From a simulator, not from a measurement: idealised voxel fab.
process module | voxel self aligned contacts
cross-section cut | 300 nm wide | cells 5 nm
A cross-section is a grid of square cells, given in bands from the top down. A band is one or more rows of cells.
Each band's line starts with the height of the band's top and of its bottom, in nm. Then come its materials from left to right, each with its width in nm. One material with "throughout" fills the band from edge to edge. "air" is empty space.
Height 0 is the level under which the wafer as received is all one material. The lowest band goes on downwards, as in "0 down".
A width such as "30 to 40" changes by the same amount from each row of cells to the next, from the band's top row to its bottom row.
"no change" after a step means that no cell of the cross-section changed.
closed voids: empty space of 8 cells or more with no open way to the top, each as width x height at its distance from the left edge, in nm
after a step's settings: what the simulator itself notes on the step
overlay nm, on a step with a mask: how far to the right of its planned place the mask lay; to the left if negative
plan
1 op RECEIVE | material Si
2 op OXIDIZE | depth nm 5
3 op DIRECTIONAL_DEP | material polySi | thk nm 20
4 op DIRECTIONAL_DEP | material SiN | thk nm 15
5 op MASKED_ETCH | tone cover | mask id GATE | width nm 25 | pitch nm 60 | etch materials SiN | depth nm 15 | overlay nm 0
6 op MASKED_ETCH | tone cover | mask id GATE | width nm 25 | pitch nm 60 | etch materials polySi | depth nm 20 | overlay nm 0
7 op CONFORMAL_DEP | material SiN | thk nm 5
8 op DIRECTIONAL_ETCH | etch materials SiN | depth nm 5
9 op FILL_DEP | material SiO2 | thk nm 15
10 op CMP | height nm 40
11 op DIRECTIONAL_DEP | material aC | thk nm 10
12 op PATTERN | tone open | mask id CONTACT | material resist | width nm 45 | thk nm 30 | overlay nm 0
13 op DIRECTIONAL_ETCH | etch materials aC | depth nm 10
14 op STRIP | etch materials resist
15 op DIRECTIONAL_ETCH | etch materials SiO2 | depth nm 45
16 op STRIP | etch materials aC
17 op CONFORMAL_DEP | material TiN | thk nm 5
18 op FILL_DEP | material Ru | thk nm 5
19 op CMP | height nm 40
20 op CONFORMAL_DEP | material SiN | thk nm 5
as received, after step 1
  0 down: Si throughout
  closed voids: none
first wafer at the end, as planned
  45 to 40: SiN throughout
  40 to 35: SiO2 125 | TiN 15 | Ru 15 | TiN 15 | SiO2 130
  35 to 20: SiO2 100 | SiN 35 | TiN 5 | Ru 15 | TiN 5 | SiN 35 | SiO2 105
  20 to 0: SiO2 100 | SiN 5 | polySi 25 | SiN 5 | TiN 5 | Ru 15 | TiN 5 | SiN 5 | polySi 25 | SiN 5 | SiO2 105
  0 to -5: SiO2 135 | TiN 25 | SiO2 140
  -5 down: Si throughout
  closed voids: none
second wafer at the end: like start, like plan, one mistake
  45 to 40: SiN throughout
  40 to 35: SiO2 125 | TiN 15 | Ru 15 | TiN 15 | SiO2 130
  35 to 25: SiO2 100 | SiN 35 | TiN 5 | Ru 15 | TiN 5 | SiN 35 | SiO2 105
  25 to 20: SiO2 100 | SiN 35 | TiN 5 | Ru 10 | TiN 10 | SiN 35 | SiO2 105
  20 to 0: SiO2 95 | SiN 5 | polySi 30 | SiN 5 | TiN 5 | Ru 10 | TiN 5 | SiN 5 | polySi 30 | SiN 5 | SiO2 105
  0 to -5: SiO2 135 | TiN 20 | SiO2 145
  -5 down: Si throughout
  closed voids: none
what went wrong: step 6 ran as: op MASKED_ETCH | tone cover | mask id GATE | width nm 25 | pitch nm 60 | etch materials polySi | depth nm 20 | overlay nm -5
at the end the second wafer has, in cells: 5 fewer of Ru | 3 fewer of SiO2 | 8 more of polySi
